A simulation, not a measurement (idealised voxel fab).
process module | voxel spacer lines
Section cut is 300 nm wide and gridded with 5 nm square cells.
Cross-section = grid of square cells, listed top down in bands; band = one or more rows.
Each band's line starts with the height of the band's top and of its bottom, in nm. Then come its materials from left to right, each with its width in nm. One material with "everywhere" fills the band from edge to edge. "empty" is empty space.
Heads up on the height convention: 0 is the point under which the incoming wafer is all one material, and the lowest band has no bottom, it just keeps going down, like "0 -> down".
The width entry "30..40" should be interpreted row by row: the top row of cells in the band takes the first number, the bottom row takes the second number, and the change between adjacent rows is uniform throughout.
"no change occurred" after a step means that no cell of the cross-section changed.
Each empty space that has no open way to the top and spans at least 8 cells appears under "Closed voids list" as width x height at distance, the distance counted from the left edge, all in nm.
Post-settings text on a step line: simulator's own remark regarding the step.
overlay nm: how far to the right of its planned place the mask lay on this masked step (negative: to the left).

# The process steps that were planned are listed below
| 1 | RECEIVE,material Si |
| 2 | CONFORMAL_DEP,material Al2O3,thk nm 10 |
| 3 | DIRECTIONAL_DEP,material polySi,thk nm 15 |
| 4 | DIRECTIONAL_DEP,material aC,thk nm 30 |
| 5 | PATTERN,tone cover,mask id MANDREL,material resist,width nm 15,pitch nm 50,thk nm 40,overlay nm 0 |
| 6 | DIRECTIONAL_ETCH,etch materials aC,depth nm 30 |
| 7 | STRIP,etch materials resist |
| 8 | CONFORMAL_DEP,material SiO2,thk nm 10 |
| 9 | DIRECTIONAL_ETCH,etch materials SiO2,depth nm 10 |
| 10 | STRIP,etch materials aC |
| 11 | DIRECTIONAL_ETCH,etch materials polySi,depth nm 15 |
| 12 | STRIP,etch materials SiO2 |

# Delivered wafer in cross-section: state after step 1
	0 -> down  Si everywhere
	Closed voids list: none

# Same starting wafer, same plan as above, one mistake in the execution; this is the cross-section at the end of the module
	25 -> 10  empty 115; polySi 15; empty 35; polySi 15; empty 120
	10 -> 0  Al2O3 everywhere
	0 -> down  Si everywhere
	Closed voids list: none
What was the processing mistake? contrary to plan, step 5 was performed as PATTERN,tone open,mask id MANDREL,material resist,width nm 15,pitch nm 50,thk nm 40,overlay nm 0
